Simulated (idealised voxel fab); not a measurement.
process module | voxel spacer lines
cross-section cut | 235 nm wide | cells 5 nm
A cross-section is a grid of square cells, given in bands from the top down. A band is one or more rows of cells.
Each band's line starts with the height of the band's top and of its bottom, in nm. Then come its materials from left to right, each with its width in nm. One material with "throughout" fills the band from edge to edge. "air" is empty space.
Height 0 is the level under which the wafer as received is all one material. The lowest band goes on downwards, as in "0 down".
A width such as "30 to 40" changes by the same amount from each row of cells to the next, from the band's top row to its bottom row.
"no change" after a step means that no cell of the cross-section changed.
closed voids: empty space of 8 cells or more with no open way to the top, each as width x height at its distance from the left edge, in nm
after a step's settings: what the simulator itself notes on the step
overlay nm, on a step with a mask: how far to the right of its planned place the mask lay; to the left if negative
plan
1 op RECEIVE | material Si
2 op CONFORMAL_DEP | material Al2O3 | thk nm 5
3 op DIRECTIONAL_DEP | material polySi | thk nm 10
4 op DIRECTIONAL_DEP | material aC | thk nm 30
5 op PATTERN | tone cover | mask id MANDREL | material resist | width nm 15 | pitch nm 50 | thk nm 35 | overlay nm 0
6 op DIRECTIONAL_ETCH | etch materials aC | depth nm 30
7 op STRIP | etch materials resist
8 op CONFORMAL_DEP | material SiO2 | thk nm 10
9 op DIRECTIONAL_ETCH | etch materials SiO2 | depth nm 10
10 op STRIP | etch materials aC
11 op DIRECTIONAL_ETCH | etch materials polySi | depth nm 10
12 op STRIP | etch materials SiO2
as received, after step 1
  0 down: Si throughout
  closed voids: none
a wafer at the end: this start, this plan, one mistake
  15 to 5: air 85 | polySi 15 | air 35 | polySi 15 | air 85
  5 to 0: Al2O3 throughout
  0 down: Si throughout
  closed voids: none
what went wrong: step 5 ran as: op PATTERN | tone open | mask id MANDREL | material resist | width nm 15 | pitch nm 50 | thk nm 35 | overlay nm 0
